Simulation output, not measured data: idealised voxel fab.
Documented hereafter: the process module known as voxel tone inversion.
FYI the section here is cut, 290 nm wide, cells are 5 nm squares.
Cross-section spec: square-cell grid; bands listed top down; each band is one or more rows.
It is stipulated that each band's entry specify, in nanometres, the height of the top of the band and then that of its bottom, followed by the materials of the band in left-to-right sequence, each together with its width in nanometres. A single material marked by the word "full width" is understood to fill the band from edge to edge; the word "empty" is understood to denote empty space.
Heights are expressed relative to 0, this being the level below which the as-received wafer comprises one material exclusively. The lowest band is unbounded in the downward direction and is denoted as in "0..down".
Graded width ("30 to 40"): value in top row of band = first number; value in bottom row = second number; row-to-row change constant.
Where a step carries "no modifications", the cross-section came out of it unchanged, cell for cell.
In the "Voids, fully enclosed" entry, you get each enclosed empty space of 8 cells or more, one with no open way to the top, written width x height at distance, distance from the left edge, in nm.
after a step's settings: what the simulator itself notes on the step
The setting "overlay nm" may be written on the line of a step. When the step uses a mask, the value reports how far to the right of the planned place the mask lay, and a negative value reports that it lay to the left.
Everything after this point is organized in pairs: a cross-section before one process step, a cross-section after it that shows only as deep as the lowest changed band, and, under the pair, the intervening step with its settings. Because different runs of this module on the same starting wafer can supply different pairs, a pair continues from the pair above it only if its entry headed "Before step" says so.
-- Before step
* 0..down = Si full width
* Voids, fully enclosed: none
-- Structure After Step
* 10..0 = SiCN full width
* Below 0 it's all the same as before, nothing changed down there.
* Voids, fully enclosed: none
In between the cross-sections above, the run called for CONFORMAL_DEP [material SiCN] [thk nm 10]
Before step: as in the pair right above, post-step view.
-- Structure After Step
* 35..10 = aC full width
* Below 10 it's all the same as before, nothing changed down there.
* Voids, fully enclosed: none
In between the cross-sections above, the run called for DIRECTIONAL_DEP [material aC] [thk nm 25]
Before step: as in the pair right above, post-step view.
-- Structure After Step
* 65..35 = empty: 100; resist: 20; empty: 15; resist: 20; empty: 15; resist: 20; empty: 100
* Below 35 it's all the same as before, nothing changed down there.
* Voids, fully enclosed: none
In between the cross-sections above, the run called for PATTERN [tone cover] [mask id POSTS] [material resist] [width nm 20] [pitch nm 35] [thk nm 30] [overlay nm 0]
Before step: as in the pair right above, post-step view.
-- Structure After Step
* 40..35 = empty: 100; resist: 20; empty: 15; resist: 20; empty: 15; resist: 20; empty: 100
* 35..10 = empty: 100; aC: 20; empty: 15; aC: 20; empty: 15; aC: 20; empty: 100
* Below 10 it's all the same as before, nothing changed down there.
* Voids, fully enclosed: none
In between the cross-sections above, the run called for DIRECTIONAL_ETCH [etch materials aC] [depth nm 25]
Before step: as in the pair right above, post-step view.
-- Structure After Step
* 35..10 = empty: 100; aC: 20; empty: 15; aC: 20; empty: 15; aC: 20; empty: 100
* Below 10 it's all the same as before, nothing changed down there.
* Voids, fully enclosed: none
In between the cross-sections above, the run called for STRIP [etch materials resist]
Before step: as in the pair right above, post-step view.
-- Structure After Step
* 45..35 = SiO2 full width
* 35..10 = SiO2: 100; aC: 20; SiO2: 15; aC: 20; SiO2: 15; aC: 20; SiO2: 100
* Below 10 it's all the same as before, nothing changed down there.
* Voids, fully enclosed: none
In between the cross-sections above, the run called for FILL_DEP [material SiO2] [thk nm 10]
Before step: as in the pair right above, post-step view.
-- Structure After Step
* 35..10 = SiO2: 100; aC: 20; SiO2: 15; aC: 20; SiO2: 15; aC: 20; SiO2: 100
* Below 10 it's all the same as before, nothing changed down there.
* Voids, fully enclosed: none
In between the cross-sections above, the run called for CMP [height nm 35]
Before step: as in the pair right above, post-step view.
-- Structure After Step
* 35..10 = SiO2: 100; empty: 20; SiO2: 15; empty: 20; SiO2: 15; empty: 20; SiO2: 100
* Below 10 it's all the same as before, nothing changed down there.
* Voids, fully enclosed: none
In between the cross-sections above, the run called for STRIP [etch materials aC]
Before step: as in the pair right above, post-step view.
-- Structure After Step
* 40..35 = TiN: 105; empty: 10; TiN: 25; empty: 10; TiN: 25; empty: 10; TiN: 105
* 35..15 = SiO2: 100; TiN: 5; empty: 10; TiN: 5; SiO2: 15; TiN: 5; empty: 10; TiN: 5; SiO2: 15; TiN: 5; empty: 10; TiN: 5; SiO2: 100
* 15..10 = SiO2: 100; TiN: 20; SiO2: 15; TiN: 20; SiO2: 15; TiN: 20; SiO2: 100
* Below 10 it's all the same as before, nothing changed down there.
* Voids, fully enclosed: none
In between the cross-sections above, the run called for CONFORMAL_DEP [material TiN] [thk nm 5]
Before step: as in the pair right above, post-step view.
-- Structure After Step
* 45..40 = Cu full width
* 40..35 = TiN: 105; Cu: 10; TiN: 25; Cu: 10; TiN: 25; Cu: 10; TiN: 105
* 35..15 = SiO2: 100; TiN: 5; Cu: 10; TiN: 5; SiO2: 15; TiN: 5; Cu: 10; TiN: 5; SiO2: 15; TiN: 5; Cu: 10; TiN: 5; SiO2: 100
* Below 15 it's all the same as before, nothing changed down there.
* Voids, fully enclosed: none
In between the cross-sections above, the run called for FILL_DEP [material Cu] [thk nm 5]
Before step: as in the pair right above, post-step view.
-- Structure After Step
* 35..15 = SiO2: 100; TiN: 5; Cu: 10; TiN: 5; SiO2: 15; TiN: 5; Cu: 10; TiN: 5; SiO2: 15; TiN: 5; Cu: 10; TiN: 5; SiO2: 100
* Below 15 it's all the same as before, nothing changed down there.
* Voids, fully enclosed: none
In between the cross-sections above, the run called for CMP [height nm 35]
Before step: as in the pair right above, post-step view.
-- Structure After Step
* 40..35 = SiN full width
* Below 35 it's all the same as before, nothing changed down there.
* Voids, fully enclosed: none
In between the cross-sections above, the run called for CONFORMAL_DEP [material SiN] [thk nm 5]
-- Before step
* 0..down = Si full width
* Voids, fully enclosed: none
-- Structure After Step
* 25..0 = aC full width
* Below 0 it's all the same as before, nothing changed down there.
* Voids, fully enclosed: none
In between the cross-sections above, the run called for DIRECTIONAL_DEP [material aC] [thk nm 25]
Before step: as in the pair right above, post-step view.
-- Structure After Step
* 55..25 = empty: 100; resist: 20; empty: 15; resist: 20; empty: 15; resist: 20; empty: 100
* Below 25 it's all the same as before, nothing changed down there.
* Voids, fully enclosed: none
In between the cross-sections above, the run called for PATTERN [tone cover] [mask id POSTS] [material resist] [width nm 20] [pitch nm 35] [thk nm 30] [overlay nm 0]
Before step: as in the pair right above, post-step view.
-- Structure After Step
* 30..25 = empty: 100; resist: 20; empty: 15; resist: 20; empty: 15; resist: 20; empty: 100
* 25..0 = empty: 100; aC: 20; empty: 15; aC: 20; empty: 15; aC: 20; empty: 100
* Below 0 it's all the same as before, nothing changed down there.
* Voids, fully enclosed: none
In between the cross-sections above, the run called for DIRECTIONAL_ETCH [etch materials aC] [depth nm 25]
Before step: as in the pair right above, post-step view.
-- Structure After Step
* 25..0 = empty: 100; aC: 20; empty: 15; aC: 20; empty: 15; aC: 20; empty: 100
* Below 0 it's all the same as before, nothing changed down there.
* Voids, fully enclosed: none
In between the cross-sections above, the run called for STRIP [etch materials resist]
Before step: as in the pair right above, post-step view.
-- Structure After Step
* 35..25 = SiO2 full width
* 25..0 = SiO2: 100; aC: 20; SiO2: 15; aC: 20; SiO2: 15; aC: 20; SiO2: 100
* Below 0 it's all the same as before, nothing changed down there.
* Voids, fully enclosed: none
In between the cross-sections above, the run called for FILL_DEP [material SiO2] [thk nm 10]
Before step: as in the pair right above, post-step view.
-- Structure After Step
* 40..35 = TiN full width
* Below 35 it's all the same as before, nothing changed down there.
* Voids, fully enclosed: none
In between the cross-sections above, the run called for CONFORMAL_DEP [material TiN] [thk nm 5]
Before step: as in the pair right above, post-step view.
-- Structure After Step
* 45..40 = Cu full width
* Below 40 it's all the same as before, nothing changed down there.
* Voids, fully enclosed: none
In between the cross-sections above, the run called for FILL_DEP [material Cu] [thk nm 5]
Before step: as in the pair right above, post-step view.
-- Structure After Step
* 35..25 = SiO2 full width
* Below 25 it's all the same as before, nothing changed down there.
* Voids, fully enclosed: none
In between the cross-sections above, the run called for CMP [height nm 35]
Before step: as in the pair right above, post-step view.
-- Structure After Step
* 40..35 = SiN full width
* Below 35 it's all the same as before, nothing changed down there.
* Voids, fully enclosed: none
In between the cross-sections above, the run called for CONFORMAL_DEP [material SiN] [thk nm 5]
-- Before step
* 25..0 = aC full width
* 0..down = Si full width
* Voids, fully enclosed: none
-- Structure After Step
* 35..25 = SiCN full width
* Below 25 it's all the same as before, nothing changed down there.
* Voids, fully enclosed: none
In between the cross-sections above, the run called for CONFORMAL_DEP [material SiCN] [thk nm 10]
Before step: as in the pair right above, post-step view.
-- Structure After Step
* 65..35 = empty: 100; resist: 20; empty: 15; resist: 20; empty: 15; resist: 20; empty: 100
* Below 35 it's all the same as before, nothing changed down there.
* Voids, fully enclosed: none
In between the cross-sections above, the run called for PATTERN [tone cover] [mask id POSTS] [material resist] [width nm 20] [pitch nm 35] [thk nm 30] [overlay nm 0]
Before step: as in the pair right above, post-step view.
-- Structure After Step
* 40..35 = empty: 100; resist: 20; empty: 15; resist: 20; empty: 15; resist: 20; empty: 100
* Below 35 it's all the same as before, nothing changed down there.
* Voids, fully enclosed: none
In between the cross-sections above, the run called for DIRECTIONAL_ETCH [etch materials aC] [depth nm 25]
Before step: as in the pair right above, post-step view.
-- Structure After Step
* 35..25 = SiCN full width
* Below 25 it's all the same as before, nothing changed down there.
* Voids, fully enclosed: none
In between the cross-sections above, the run called for STRIP [etch materials resist]
Before step: as in the pair right above, post-step view.
-- Structure After Step
* 45..35 = SiO2 full width
* Below 35 it's all the same as before, nothing changed down there.
* Voids, fully enclosed: none
In between the cross-sections above, the run called for FILL_DEP [material SiO2] [thk nm 10]
Before step: as in the pair right above, post-step view.
-- Structure After Step
* 35..25 = SiCN full width
* Below 25 it's all the same as before, nothing changed down there.
* Voids, fully enclosed: none
In between the cross-sections above, the run called for CMP [height nm 35]
Before step: as in the pair right above, post-step view.
-- Structure After Step
* 40..35 = TiN full width
* Below 35 it's all the same as before, nothing changed down there.
* Voids, fully enclosed: none
In between the cross-sections above, the run called for CONFORMAL_DEP [material TiN] [thk nm 5]
Before step: as in the pair right above, post-step view.
-- Structure After Step
* 45..40 = Cu full width
* Below 40 it's all the same as before, nothing changed down there.
* Voids, fully enclosed: none
In between the cross-sections above, the run called for FILL_DEP [material Cu] [thk nm 5]
Before step: as in the pair right above, post-step view.
-- Structure After Step
* 35..25 = SiCN full width
* Below 25 it's all the same as before, nothing changed down there.
* Voids, fully enclosed: none
In between the cross-sections above, the run called for CMP [height nm 35]
Before step: as in the pair right above, post-step view.
-- Structure After Step
* 40..35 = SiN full width
* Below 35 it's all the same as before, nothing changed down there.
* Voids, fully enclosed: none
In between the cross-sections above, the run called for CONFORMAL_DEP [material SiN] [thk nm 5]
-- Before step
* 0..down = Si full width
* Voids, fully enclosed: none
-- Structure After Step
* 15..0 = SiCN full width
* Below 0 it's all the same as before, nothing changed down there.
* Voids, fully enclosed: none
In between the cross-sections above, the run called for CONFORMAL_DEP [material SiCN] [thk nm 15]
Before step: as in the pair right above, post-step view.
-- Structure After Step
* 40..15 = aC full width
* Below 15 it's all the same as before, nothing changed down there.
* Voids, fully enclosed: none
In between the cross-sections above, the run called for DIRECTIONAL_DEP [material aC] [thk nm 25]
Before step: as in the pair right above, post-step view.
-- Structure After Step
* 70..40 = empty: 100; resist: 20; empty: 15; resist: 20; empty: 15; resist: 20; empty: 100
* Below 40 it's all the same as before, nothing changed down there.
* Voids, fully enclosed: none
In between the cross-sections above, the run called for PATTERN [tone cover] [mask id POSTS] [material resist] [width nm 20] [pitch nm 35] [thk nm 30] [overlay nm 0]
Before step: as in the pair right above, post-step view.
-- Structure After Step
* 45..40 = empty: 100; resist: 20; empty: 15; resist: 20; empty: 15; resist: 20; empty: 100
* 40..15 = empty: 100; aC: 20; empty: 15; aC: 20; empty: 15; aC: 20; empty: 100
* Below 15 it's all the same as before, nothing changed down there.
* Voids, fully enclosed: none
In between the cross-sections above, the run called for DIRECTIONAL_ETCH [etch materials aC] [depth nm 25]
Before step: as in the pair right above, post-step view.
-- Structure After Step
* 40..15 = empty: 100; aC: 20; empty: 15; aC: 20; empty: 15; aC: 20; empty: 100
* Below 15 it's all the same as before, nothing changed down there.
* Voids, fully enclosed: none
In between the cross-sections above, the run called for STRIP [etch materials resist]
Before step: as in the pair right above, post-step view.
-- Structure After Step
* 50..40 = SiO2 full width
* 40..15 = SiO2: 100; aC: 20; SiO2: 15; aC: 20; SiO2: 15; aC: 20; SiO2: 100
* Below 15 it's all the same as before, nothing changed down there.
* Voids, fully enclosed: none
In between the cross-sections above, the run called for FILL_DEP [material SiO2] [thk nm 10]
Before step: as in the pair right above, post-step view.
-- Structure After Step
* 35..15 = SiO2: 100; aC: 20; SiO2: 15; aC: 20; SiO2: 15; aC: 20; SiO2: 100
* Below 15 it's all the same as before, nothing changed down there.
* Voids, fully enclosed: none
In between the cross-sections above, the run called for CMP [height nm 35]
Before step: as in the pair right above, post-step view.
-- Structure After Step
* 35..15 = SiO2: 100; empty: 20; SiO2: 15; empty: 20; SiO2: 15; empty: 20; SiO2: 100
* Below 15 it's all the same as before, nothing changed down there.
* Voids, fully enclosed: none
In between the cross-sections above, the run called for STRIP [etch materials aC]
Before step: as in the pair right above, post-step view.
-- Structure After Step
* 40..35 = TiN: 105; empty: 10; TiN: 25; empty: 10; TiN: 25; empty: 10; TiN: 105
* 35..20 = SiO2: 100; TiN: 5; empty: 10; TiN: 5; SiO2: 15; TiN: 5; empty: 10; TiN: 5; SiO2: 15; TiN: 5; empty: 10; TiN: 5; SiO2: 100
* 20..15 = SiO2: 100; TiN: 20; SiO2: 15; TiN: 20; SiO2: 15; TiN: 20; SiO2: 100
* Below 15 it's all the same as before, nothing changed down there.
* Voids, fully enclosed: none
In between the cross-sections above, the run called for CONFORMAL_DEP [material TiN] [thk nm 5]
Before step: as in the pair right above, post-step view.
-- Structure After Step
* 45..40 = Cu full width
* 40..35 = TiN: 105; Cu: 10; TiN: 25; Cu: 10; TiN: 25; Cu: 10; TiN: 105
* 35..20 = SiO2: 100; TiN: 5; Cu: 10; TiN: 5; SiO2: 15; TiN: 5; Cu: 10; TiN: 5; SiO2: 15; TiN: 5; Cu: 10; TiN: 5; SiO2: 100
* Below 20 it's all the same as before, nothing changed down there.
* Voids, fully enclosed: none
In between the cross-sections above, the run called for FILL_DEP [material Cu] [thk nm 5]
Before step: as in the pair right above, post-step view.
-- Structure After Step
* 35..20 = SiO2: 100; TiN: 5; Cu: 10; TiN: 5; SiO2: 15; TiN: 5; Cu: 10; TiN: 5; SiO2: 15; TiN: 5; Cu: 10; TiN: 5; SiO2: 100
* Below 20 it's all the same as before, nothing changed down there.
* Voids, fully enclosed: none
In between the cross-sections above, the run called for CMP [height nm 35]
Before step: as in the pair right above, post-step view.
-- Structure After Step
* 40..35 = SiN full width
* Below 35 it's all the same as before, nothing changed down there.
* Voids, fully enclosed: none
In between the cross-sections above, the run called for CONFORMAL_DEP [material SiN] [thk nm 5]
-- Before step
* 35..10 = aC full width
* 10..0 = SiCN full width
* 0..down = Si full width
* Voids, fully enclosed: none
-- Structure After Step
* 65..35 = empty: 105; resist: 15; empty: 20; resist: 15; empty: 20; resist: 15; empty: 100
* Below 35 it's all the same as before, nothing changed down there.
* Voids, fully enclosed: none
In between the cross-sections above, the run called for PATTERN [tone cover] [mask id POSTS] [material resist] [width nm 15] [pitch nm 35] [thk nm 30] [overlay nm 0]
Before step: as in the pair right above, post-step view.
-- Structure After Step
* 40..35 = empty: 105; resist: 15; empty: 20; resist: 15; empty: 20; resist: 15; empty: 100
* 35..10 = empty: 105; aC: 15; empty: 20; aC: 15; empty: 20; aC: 15; empty: 100
* Below 10 it's all the same as before, nothing changed down there.
* Voids, fully enclosed: none
In between the cross-sections above, the run called for DIRECTIONAL_ETCH [etch materials aC] [depth nm 25]
Before step: as in the pair right above, post-step view.
-- Structure After Step
* 35..10 = empty: 105; aC: 15; empty: 20; aC: 15; empty: 20; aC: 15; empty: 100
* Below 10 it's all the same as before, nothing changed down there.
* Voids, fully enclosed: none
In between the cross-sections above, the run called for STRIP [etch materials resist]
Before step: as in the pair right above, post-step view.
-- Structure After Step
* 45..35 = SiO2 full width
* 35..10 = SiO2: 105; aC: 15; SiO2: 20; aC: 15; SiO2: 20; aC: 15; SiO2: 100
* Below 10 it's all the same as before, nothing changed down there.
* Voids, fully enclosed: none
In between the cross-sections above, the run called for FILL_DEP [material SiO2] [thk nm 10]
Before step: as in the pair right above, post-step view.
-- Structure After Step
* 35..10 = SiO2: 105; aC: 15; SiO2: 20; aC: 15; SiO2: 20; aC: 15; SiO2: 100
* Below 10 it's all the same as before, nothing changed down there.
* Voids, fully enclosed: none
In between the cross-sections above, the run called for CMP [height nm 35]
Before step: as in the pair right above, post-step view.
-- Structure After Step
* 35..10 = SiO2: 105; empty: 15; SiO2: 20; empty: 15; SiO2: 20; empty: 15; SiO2: 100
* Below 10 it's all the same as before, nothing changed down there.
* Voids, fully enclosed: none
In between the cross-sections above, the run called for STRIP [etch materials aC]
Before step: as in the pair right above, post-step view.
-- Structure After Step
* 40..35 = TiN: 110; empty: 5; TiN: 30; empty: 5; TiN: 30; empty: 5; TiN: 105
* 35..15 = SiO2: 105; TiN: 5; empty: 5; TiN: 5; SiO2: 20; TiN: 5; empty: 5; TiN: 5; SiO2: 20; TiN: 5; empty: 5; TiN: 5; SiO2: 100
* 15..10 = SiO2: 105; TiN: 15; SiO2: 20; TiN: 15; SiO2: 20; TiN: 15; SiO2: 100
* Below 10 it's all the same as before, nothing changed down there.
* Voids, fully enclosed: none
In between the cross-sections above, the run called for CONFORMAL_DEP [material TiN] [thk nm 5]
Before step: as in the pair right above, post-step view.
-- Structure After Step
* 45..40 = Cu full width
* 40..35 = TiN: 110; Cu: 5; TiN: 30; Cu: 5; TiN: 30; Cu: 5; TiN: 105
* 35..15 = SiO2: 105; TiN: 5; Cu: 5; TiN: 5; SiO2: 20; TiN: 5; Cu: 5; TiN: 5; SiO2: 20; TiN: 5; Cu: 5; TiN: 5; SiO2: 100
* Below 15 it's all the same as before, nothing changed down there.
* Voids, fully enclosed: none
In between the cross-sections above, the run called for FILL_DEP [material Cu] [thk nm 5]
Before step: as in the pair right above, post-step view.
-- Structure After Step
* 35..15 = SiO2: 105; TiN: 5; Cu: 5; TiN: 5; SiO2: 20; TiN: 5; Cu: 5; TiN: 5; SiO2: 20; TiN: 5; Cu: 5; TiN: 5; SiO2: 100
* Below 15 it's all the same as before, nothing changed down there.
* Voids, fully enclosed: none
In between the cross-sections above, the run called for CMP [height nm 35]
Before step: as in the pair right above, post-step view.
-- Structure After Step
* 40..35 = SiN full width
* Below 35 it's all the same as before, nothing changed down there.
* Voids, fully enclosed: none
In between the cross-sections above, the run called for CONFORMAL_DEP [material SiN] [thk nm 5]
-- Before step
* 35..10 = aC full width
* 10..0 = SiCN full width
* 0..down = Si full width
* Voids, fully enclosed: none
-- Structure After Step
* 65..35 = empty: 90; resist: 20; empty: 15; resist: 20; empty: 15; resist: 20; empty: 110
* Below 35 it's all the same as before, nothing changed down there.
* Voids, fully enclosed: none
In between the cross-sections above, the run called for PATTERN [tone cover] [mask id POSTS] [material resist] [width nm 20] [pitch nm 35] [thk nm 30] [overlay nm -10]
Before step: as in the pair right above, post-step view.
-- Structure After Step
* 40..35 = empty: 90; resist: 20; empty: 15; resist: 20; empty: 15; resist: 20; empty: 110
* 35..10 = empty: 90; aC: 20; empty: 15; aC: 20; empty: 15; aC: 20; empty: 110
* Below 10 it's all the same as before, nothing changed down there.
* Voids, fully enclosed: none
In between the cross-sections above, the run called for DIRECTIONAL_ETCH [etch materials aC] [depth nm 25]
Before step: as in the pair right above, post-step view.
-- Structure After Step
* 35..10 = empty: 90; aC: 20; empty: 15; aC: 20; empty: 15; aC: 20; empty: 110
* Below 10 it's all the same as before, nothing changed down there.
* Voids, fully enclosed: none
In between the cross-sections above, the run called for STRIP [etch materials resist]
Before step: as in the pair right above, post-step view.
-- Structure After Step
* 45..35 = SiO2 full width
* 35..10 = SiO2: 90; aC: 20; SiO2: 15; aC: 20; SiO2: 15; aC: 20; SiO2: 110
* Below 10 it's all the same as before, nothing changed down there.
* Voids, fully enclosed: none
In between the cross-sections above, the run called for FILL_DEP [material SiO2] [thk nm 10]
Before step: as in the pair right above, post-step view.
-- Structure After Step
* 35..10 = SiO2: 90; aC: 20; SiO2: 15; aC: 20; SiO2: 15; aC: 20; SiO2: 110
* Below 10 it's all the same as before, nothing changed down there.
* Voids, fully enclosed: none
In between the cross-sections above, the run called for CMP [height nm 35]
Before step: as in the pair right above, post-step view.
-- Structure After Step
* 35..10 = SiO2: 90; empty: 20; SiO2: 15; empty: 20; SiO2: 15; empty: 20; SiO2: 110
* Below 10 it's all the same as before, nothing changed down there.
* Voids, fully enclosed: none
In between the cross-sections above, the run called for STRIP [etch materials aC]
Before step: as in the pair right above, post-step view.
-- Structure After Step
* 40..35 = TiN: 95; empty: 10; TiN: 25; empty: 10; TiN: 25; empty: 10; TiN: 115
* 35..15 = SiO2: 90; TiN: 5; empty: 10; TiN: 5; SiO2: 15; TiN: 5; empty: 10; TiN: 5; SiO2: 15; TiN: 5; empty: 10; TiN: 5; SiO2: 110
* 15..10 = SiO2: 90; TiN: 20; SiO2: 15; TiN: 20; SiO2: 15; TiN: 20; SiO2: 110
* Below 10 it's all the same as before, nothing changed down there.
* Voids, fully enclosed: none
In between the cross-sections above, the run called for CONFORMAL_DEP [material TiN] [thk nm 5]
Before step: as in the pair right above, post-step view.
-- Structure After Step
* 45..40 = Cu full width
* 40..35 = TiN: 95; Cu: 10; TiN: 25; Cu: 10; TiN: 25; Cu: 10; TiN: 115
* 35..15 = SiO2: 90; TiN: 5; Cu: 10; TiN: 5; SiO2: 15; TiN: 5; Cu: 10; TiN: 5; SiO2: 15; TiN: 5; Cu: 10; TiN: 5; SiO2: 110
* Below 15 it's all the same as before, nothing changed down there.
* Voids, fully enclosed: none
In between the cross-sections above, the run called for FILL_DEP [material Cu] [thk nm 5]
Before step: as in the pair right above, post-step view.
-- Structure After Step
* 35..15 = SiO2: 90; TiN: 5; Cu: 10; TiN: 5; SiO2: 15; TiN: 5; Cu: 10; TiN: 5; SiO2: 15; TiN: 5; Cu: 10; TiN: 5; SiO2: 110
* Below 15 it's all the same as before, nothing changed down there.
* Voids, fully enclosed: none
In between the cross-sections above, the run called for CMP [height nm 35]
Before step: as in the pair right above, post-step view.
-- Structure After Step
* 40..35 = SiN full width
* Below 35 it's all the same as before, nothing changed down there.
* Voids, fully enclosed: none
In between the cross-sections above, the run called for CONFORMAL_DEP [material SiN] [thk nm 5]
-- Before step
* 40..35 = TiN: 105; empty: 10; TiN: 25; empty: 10; TiN: 25; empty: 10; TiN: 105
* 35..15 = SiO2: 100; TiN: 5; empty: 10; TiN: 5; SiO2: 15; TiN: 5; empty: 10; TiN: 5; SiO2: 15; TiN: 5; empty: 10; TiN: 5; SiO2: 100
* 15..10 = SiO2: 100; TiN: 20; SiO2: 15; TiN: 20; SiO2: 15; TiN: 20; SiO2: 100
* 10..0 = SiCN full width
* 0..down = Si full width
* Voids, fully enclosed: none
-- Structure After Step
* 45..40 = SiO2 full width
* 40..35 = TiN: 105; SiO2: 10; TiN: 25; SiO2: 10; TiN: 25; SiO2: 10; TiN: 105
* 35..15 = SiO2: 100; TiN: 5; SiO2: 10; TiN: 5; SiO2: 15; TiN: 5; SiO2: 10; TiN: 5; SiO2: 15; TiN: 5; SiO2: 10; TiN: 5; SiO2: 100
* Below 15 it's all the same as before, nothing changed down there.
* Voids, fully enclosed: none
In between the cross-sections above, the run called for FILL_DEP [material SiO2] [thk nm 5]
Before step: as in the pair right above, post-step view.
-- Structure After Step
* 35..15 = SiO2: 100; TiN: 5; SiO2: 10; TiN: 5; SiO2: 15; TiN: 5; SiO2: 10; TiN: 5; SiO2: 15; TiN: 5; SiO2: 10; TiN: 5; SiO2: 100
* Below 15 it's all the same as before, nothing changed down there.
* Voids, fully enclosed: none
In between the cross-sections above, the run called for CMP [height nm 35]
Before step: as in the pair right above, post-step view.
-- Structure After Step
* 40..35 = SiN full width
* Below 35 it's all the same as before, nothing changed down there.
* Voids, fully enclosed: none
In between the cross-sections above, the run called for CONFORMAL_DEP [material SiN] [thk nm 5]
-- Before step
* 35..10 = aC full width
* 10..0 = SiCN full width
* 0..down = Si full width
* Voids, fully enclosed: none
-- Structure After Step
* 65..35 = resist: 100; empty: 20; resist: 15; empty: 20; resist: 15; empty: 20; resist: 100
* Below 35 it's all the same as before, nothing changed down there.
* Voids, fully enclosed: none
In between the cross-sections above, the run called for PATTERN [tone open] [mask id POSTS] [material resist] [width nm 20] [pitch nm 35] [thk nm 30] [overlay nm 0]
Before step: as in the pair right above, post-step view.
-- Structure After Step
* 40..35 = resist: 100; empty: 20; resist: 15; empty: 20; resist: 15; empty: 20; resist: 100
* 35..10 = aC: 100; empty: 20; aC: 15; empty: 20; aC: 15; empty: 20; aC: 100
* Below 10 it's all the same as before, nothing changed down there.
* Voids, fully enclosed: none
In between the cross-sections above, the run called for DIRECTIONAL_ETCH [etch materials aC] [depth nm 25]
Before step: as in the pair right above, post-step view.
-- Structure After Step
* 35..10 = aC: 100; empty: 20; aC: 15; empty: 20; aC: 15; empty: 20; aC: 100
* Below 10 it's all the same as before, nothing changed down there.
* Voids, fully enclosed: none
In between the cross-sections above, the run called for STRIP [etch materials resist]
Before step: as in the pair right above, post-step view.
-- Structure After Step
* 45..35 = SiO2 full width
* 35..10 = aC: 100; SiO2: 20; aC: 15; SiO2: 20; aC: 15; SiO2: 20; aC: 100
* Below 10 it's all the same as before, nothing changed down there.
* Voids, fully enclosed: none
In between the cross-sections above, the run called for FILL_DEP [material SiO2] [thk nm 10]
Before step: as in the pair right above, post-step view.
-- Structure After Step
* 35..10 = aC: 100; SiO2: 20; aC: 15; SiO2: 20; aC: 15; SiO2: 20; aC: 100
* Below 10 it's all the same as before, nothing changed down there.
* Voids, fully enclosed: none
In between the cross-sections above, the run called for CMP [height nm 35]
Before step: as in the pair right above, post-step view.
-- Structure After Step
* 35..10 = empty: 100; SiO2: 20; empty: 15; SiO2: 20; empty: 15; SiO2: 20; empty: 100
* Below 10 it's all the same as before, nothing changed down there.
* Voids, fully enclosed: none
In between the cross-sections above, the run called for STRIP [etch materials aC]
Before step: as in the pair right above, post-step view.
-- Structure After Step
* 40..35 = empty: 95; TiN: 30; empty: 5; TiN: 30; empty: 5; TiN: 30; empty: 95
* 35..15 = empty: 95; TiN: 5; SiO2: 20; TiN: 5; empty: 5; TiN: 5; SiO2: 20; TiN: 5; empty: 5; TiN: 5; SiO2: 20; TiN: 5; empty: 95
* 15..10 = TiN: 100; SiO2: 20; TiN: 15; SiO2: 20; TiN: 15; SiO2: 20; TiN: 100
* Below 10 it's all the same as before, nothing changed down there.
* Voids, fully enclosed: none
In between the cross-sections above, the run called for CONFORMAL_DEP [material TiN] [thk nm 5]
Before step: as in the pair right above, post-step view.
-- Structure After Step
* 45..40 = Cu full width
* 40..35 = Cu: 95; TiN: 30; Cu: 5; TiN: 30; Cu: 5; TiN: 30; Cu: 95
* 35..15 = Cu: 95; TiN: 5; SiO2: 20; TiN: 5; Cu: 5; TiN: 5; SiO2: 20; TiN: 5; Cu: 5; TiN: 5; SiO2: 20; TiN: 5; Cu: 95
* Below 15 it's all the same as before, nothing changed down there.
* Voids, fully enclosed: none
In between the cross-sections above, the run called for FILL_DEP [material Cu] [thk nm 5]
Before step: as in the pair right above, post-step view.
-- Structure After Step
* 35..15 = Cu: 95; TiN: 5; SiO2: 20; TiN: 5; Cu: 5; TiN: 5; SiO2: 20; TiN: 5; Cu: 5; TiN: 5; SiO2: 20; TiN: 5; Cu: 95
* Below 15 it's all the same as before, nothing changed down there.
* Voids, fully enclosed: none
In between the cross-sections above, the run called for CMP [height nm 35]
Before step: as in the pair right above, post-step view.
-- Structure After Step
* 40..35 = SiN full width
* Below 35 it's all the same as before, nothing changed down there.
* Voids, fully enclosed: none
In between the cross-sections above, the run called for CONFORMAL_DEP [material SiN] [thk nm 5]
